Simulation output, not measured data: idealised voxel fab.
The following is a process module called voxel air gaps.
Xsec cut, 235 nm wide, square cell size 5 nm.
This document writes a cross-section as a grid whose cells are square, and gives it as bands, listed from the top down; one or more rows of cells form a band. Band entry format. Leading values: height of top, height of bottom, nm. Remainder: materials in left-to-right order, each with its width in nm. Special words: "everywhere" on a single material, which then fills the band edge to edge; "blank", empty space. Zero point of the height axis is 0; under it, received wafer = one material. Lowest band: continues down indefinitely, "z 0 and below". With a width like "30->40", each row of cells in the band differs from the next by the same amount, the top row carrying the first number and the bottom row the second. Where the words "no change occurred" appear for a step, the cross-section shows no cell changed by that step; every cell remained as before. Listed closed voids: empty space of 8 cells or more with no open way to the top, each as width x height at its distance from the left edge, in nm. Whatever follows a step's settings on its line is a remark the simulator itself makes about that step. overlay nm: step with mask; distance mask lay right of planned place; negative value = left of planned place.

Planned process steps
1 RECEIVE with material Si
2 CONFORMAL_DEP with material SiO2, thk nm 10
3 CONFORMAL_DEP with material SiN, thk nm 5
4 DIRECTIONAL_DEP with material SiO2, thk nm 40
5 MASKED_ETCH with tone open, mask id LINES, width nm 15, pitch nm 55, etch materials SiO2, depth nm 40, overlay nm 0
6 CONFORMAL_DEP with material TiN, thk nm 5
7 FILL_DEP with material Ru, thk nm 5
8 CMP with height nm 55
9 EPI with material Ru, thk nm 10
10 SELECTIVE_ETCH with etch materials SiO2, depth nm 50
11 CONFORMAL_DEP with material SiCN, thk nm 5
Wafers differ in width nm at step 5; plan lists the first wafer's value; identical starting state.

The as-received cross-section of the first of several wafers corresponds to the state after step 1
> z 0 and below  Si everywhere
> Listed closed voids: none

Here is the cross-section of the first of several wafers at the end of the module, after its last step, step 11
> z 70 to 65  10 of blank | 45 of SiCN | 10 of blank | 45 of SiCN | 10 of blank | 45 of SiCN | 10 of blank | 45 of SiCN | 15 of blank
> z 65 to 55  10 of blank | 5 of SiCN | 35 of Ru | 5 of SiCN | 10 of blank | 5 of SiCN | 35 of Ru | 5 of SiCN | 10 of blank | 5 of SiCN | 35 of Ru | 5 of SiCN | 10 of blank | 5 of SiCN | 35 of Ru | 5 of SiCN | 15 of blank
> z 55 to 50  10 of blank | 15 of SiCN | 5 of TiN | 5 of Ru | 5 of TiN | 15 of SiCN | 10 of blank | 15 of SiCN | 5 of TiN | 5 of Ru | 5 of TiN | 15 of SiCN | 10 of blank | 15 of SiCN | 5 of TiN | 5 of Ru | 5 of TiN | 15 of SiCN | 10 of blank | 15 of SiCN | 5 of TiN | 5 of Ru | 5 of TiN | 15 of SiCN | 15 of blank
> z 50 to 20  20 of blank | 5 of SiCN | 5 of TiN | 5 of Ru | 5 of TiN | 5 of SiCN | 30 of blank | 5 of SiCN | 5 of TiN | 5 of Ru | 5 of TiN | 5 of SiCN | 30 of blank | 5 of SiCN | 5 of TiN | 5 of Ru | 5 of TiN | 5 of SiCN | 30 of blank | 5 of SiCN | 5 of TiN | 5 of Ru | 5 of TiN | 5 of SiCN | 25 of blank
> z 20 to 15  25 of SiCN | 15 of TiN | 40 of SiCN | 15 of TiN | 40 of SiCN | 15 of TiN | 40 of SiCN | 15 of TiN | 30 of SiCN
> z 15 to 10  SiN everywhere
> z 10 to 0  SiO2 everywhere
> z 0 and below  Si everywhere
> Listed closed voids: none

X-section, last wafer, module end
> z 70 to 65  SiCN everywhere
> z 65 to 55  5 of SiCN | 225 of Ru | 5 of SiCN
> z 55 to 50  15 of SiCN | 5 of TiN | 30 of Ru | 5 of TiN | 15 of SiO2 | 5 of TiN | 30 of Ru | 5 of TiN | 15 of SiO2 | 5 of TiN | 30 of Ru | 5 of TiN | 15 of SiO2 | 5 of TiN | 30 of Ru | 5 of TiN | 15 of SiCN
> z 50 to 20  10 of blank | 5 of SiCN | 5 of TiN | 30 of Ru | 5 of TiN | 15 of SiO2 | 5 of TiN | 30 of Ru | 5 of TiN | 15 of SiO2 | 5 of TiN | 30 of Ru | 5 of TiN | 15 of SiO2 | 5 of TiN | 30 of Ru | 5 of TiN | 5 of SiCN | 10 of blank
> z 20 to 15  15 of SiCN | 40 of TiN | 15 of SiO2 | 40 of TiN | 15 of SiO2 | 40 of TiN | 15 of SiO2 | 40 of TiN | 15 of SiCN
> z 15 to 10  SiN everywhere
> z 10 to 0  SiO2 everywhere
> z 0 and below  Si everywhere
> Listed closed voids: 10 x 30 at 0; 10 x 30 at 225

Each row below is a wafer at the end of the module, listing for every material the number of cells it has gained (+) or lost (-) since it was received, followed by its closed voids
width nm 15 | +84 Ru | +159 SiCN | +47 SiN | +94 SiO2 | +68 TiN | Listed closed voids: none
width nm 20 | +120 Ru | +159 SiCN | +47 SiN | +94 SiO2 | +72 TiN | Listed closed voids: none
width nm 25 | +156 Ru | +159 SiCN | +47 SiN | +94 SiO2 | +76 TiN | Listed closed voids: 20 x 30 at 50; 20 x 30 at 105; 20 x 30 at 160
width nm 30 | +192 Ru | +147 SiCN | +47 SiN | +94 SiO2 | +80 TiN | Listed closed voids: 15 x 30 at 55; 15 x 30 at 110; 15 x 30 at 165
width nm 35 | +228 Ru | +75 SiCN | +47 SiN | +190 SiO2 | +84 TiN | Listed closed voids: 10 x 30 at 0
width nm 40 | +258 Ru | +75 SiCN | +47 SiN | +166 SiO2 | +88 TiN | Listed closed voids: 10 x 30 at 0; 10 x 30 at 225
